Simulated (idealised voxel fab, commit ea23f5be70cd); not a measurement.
This section sets out a process module, namely voxel capacitor over wiring.
This is section cut - it's 160 nm across, gridded in 5 nm square cells.
The cross-sections in this document take the form of a grid made of square cells. They are written out as bands, in order from top to bottom. Each band consists of one or more rows of cells. Heads up on the band format: heights come first, top then bottom, in nm. After that it's the materials left to right, each with its width in nm. A single material flagged "everywhere" fills the whole band edge to edge, and "air" means there's empty space there. Heads up on the height convention: 0 is the point under which the incoming wafer is all one material, and the lowest band has no bottom, it just keeps going down, like "0 down". Read "30->40" as a graded width: first number on top, second number at the bottom, same change between each pair of neighbouring rows. Reading "same as before" for a step: not a cell of the cross-section changed in it. The list in "Sealed-off cavities" covers empty spaces of 8 cells or more that cannot reach the top through any open way, and it gives each as width x height at distance; the distance is from the left edge, and width, height and distance are in nm. Anything after a step's settings on that line? It's the simulator's own note about the step. overlay nm: mask right of planned place by this much (step with mask). Neg. = left.

Intended process steps:
- 1: RECEIVE | material Si
- 2: CONFORMAL_DEP | material SiO2 | thk nm 15
- 3: CONFORMAL_DEP | material SiCN | thk nm 5
- 4: DIRECTIONAL_DEP | material lowk | thk nm 15
- 5: PATTERN | tone open | mask id METAL_1 | material resist | width nm 30 | pitch nm 95 | thk nm 20 | overlay nm 0
- 6: DIRECTIONAL_ETCH | etch materials lowk | depth nm 15
- 7: DIRECTIONAL_ETCH | etch materials SiCN | depth nm 5
- 8: STRIP | etch materials resist
- 9: CONFORMAL_DEP | material TiN | thk nm 5
- 10: FILL_DEP | material Ru | thk nm 10
- 11: CMP | height nm 35
- 12: CONFORMAL_DEP | material SiCN | thk nm 5
- 13: DIRECTIONAL_DEP | material lowk | thk nm 10
- 14: MASKED_ETCH | tone open | mask id PLUG_1 | width nm 15 | etch materials lowk | depth nm 10 | overlay nm 0
- 15: MASKED_ETCH | tone open | mask id PLUG_1 | width nm 15 | etch materials SiCN | depth nm 5 | overlay nm 0
- 16: EPI | material Ru | thk nm 10
- 17: EPI | material Ru | thk nm 5
- 18: DIRECTIONAL_DEP | material TiN | thk nm 5
- 19: DIRECTIONAL_DEP | material Al2O3 | thk nm 5
- 20: DIRECTIONAL_DEP | material TiN | thk nm 10
- 21: MASKED_ETCH | tone cover | mask id UPPER_PLATE | width nm 70 | etch materials TiN | depth nm 10 | overlay nm 0
- 22: MASKED_ETCH | tone cover | mask id UPPER_PLATE | width nm 70 | etch materials Al2O3 | depth nm 5 | overlay nm 0
- 23: PATTERN | tone cover | mask id LOWER_PLATE | material resist | width nm 80 | thk nm 20 | overlay nm 0
- 24: DIRECTIONAL_ETCH | etch materials TiN | depth nm 5
- 25: STRIP | etch materials resist
- 26: FILL_DEP | material SiO2 | thk nm 15
- 27: CMP | height nm 80
- 28: PATTERN | tone open | mask id PLUG_2 | material resist | width nm 15 | thk nm 15 | overlay nm 0
- 29: DIRECTIONAL_ETCH | etch materials SiO2 | depth nm 10
- 30: STRIP | etch materials resist
- 31: CONFORMAL_DEP | material TiN | thk nm 5
- 32: FILL_DEP | material Cu | thk nm 10
- 33: CMP | height nm 80
- 34: CONFORMAL_DEP | material SiN | thk nm 5

as received, after step 1:
> 0 down  Si everywhere
> Sealed-off cavities: none

Post-module cross-section of the first of two wafers (run per plan):
> 85 to 80  SiN everywhere
> 80 to 75  SiO2 (40), then TiN (5), then Cu (5), then TiN (5), then SiO2 (105)
> 75 to 70  SiO2 (40), then TiN (15), then SiO2 (105)
> 70 to 60  SiO2 (30), then TiN (70), then SiO2 (60)
> 60 to 55  SiO2 (30), then Al2O3 (70), then SiO2 (60)
> 55 to 50  SiO2 (25), then TiN (80), then SiO2 (55)
> 50 to 40  lowk (30), then Ru (15), then lowk (115)
> 40 to 35  SiCN (30), then Ru (15), then SiCN (115)
> 35 to 20  lowk (15), then TiN (5), then Ru (20), then TiN (5), then lowk (65), then TiN (5), then Ru (20), then TiN (5), then lowk (20)
> 20 to 15  SiCN (15), then TiN (30), then SiCN (65), then TiN (30), then SiCN (20)
> 15 to 0  SiO2 everywhere
> 0 down  Si everywhere
> Sealed-off cavities: none

second wafer at the end: like start, like plan, one mistake:
> 85 to 80  SiN everywhere
> 80 to 70  SiO2 (30), then TiN (25), then SiO2 (105)
> 70 to 65  SiO2 (30), then Al2O3 (25), then TiN (45), then SiO2 (60)
> 65 to 60  SiO2 (25), then TiN (75), then SiO2 (60)
> 60 to 55  SiO2 (20), then Ru (35), then Al2O3 (45), then SiO2 (60)
> 55 to 50  SiO2 (20), then Ru (35), then TiN (50), then SiO2 (55)
> 50 to 40  lowk (30), then Ru (15), then lowk (115)
> 40 to 35  SiCN (30), then Ru (15), then SiCN (115)
> 35 to 20  lowk (15), then TiN (5), then Ru (20), then TiN (5), then lowk (65), then TiN (5), then Ru (20), then TiN (5), then lowk (20)
> 20 to 15  SiCN (15), then TiN (30), then SiCN (65), then TiN (30), then SiCN (20)
> 15 to 0  SiO2 everywhere
> 0 down  Si everywhere
> Sealed-off cavities: none
What went wrong in running the wafer? step 16 of the plan was twice carried out
Upon completion, the second wafer contains, in terms of cells, a greater or smaller amount of certain materials than the first wafer: Cu: 1 fewer, Ru: 14 more, SiO2: 8 fewer, TiN: 5 fewer
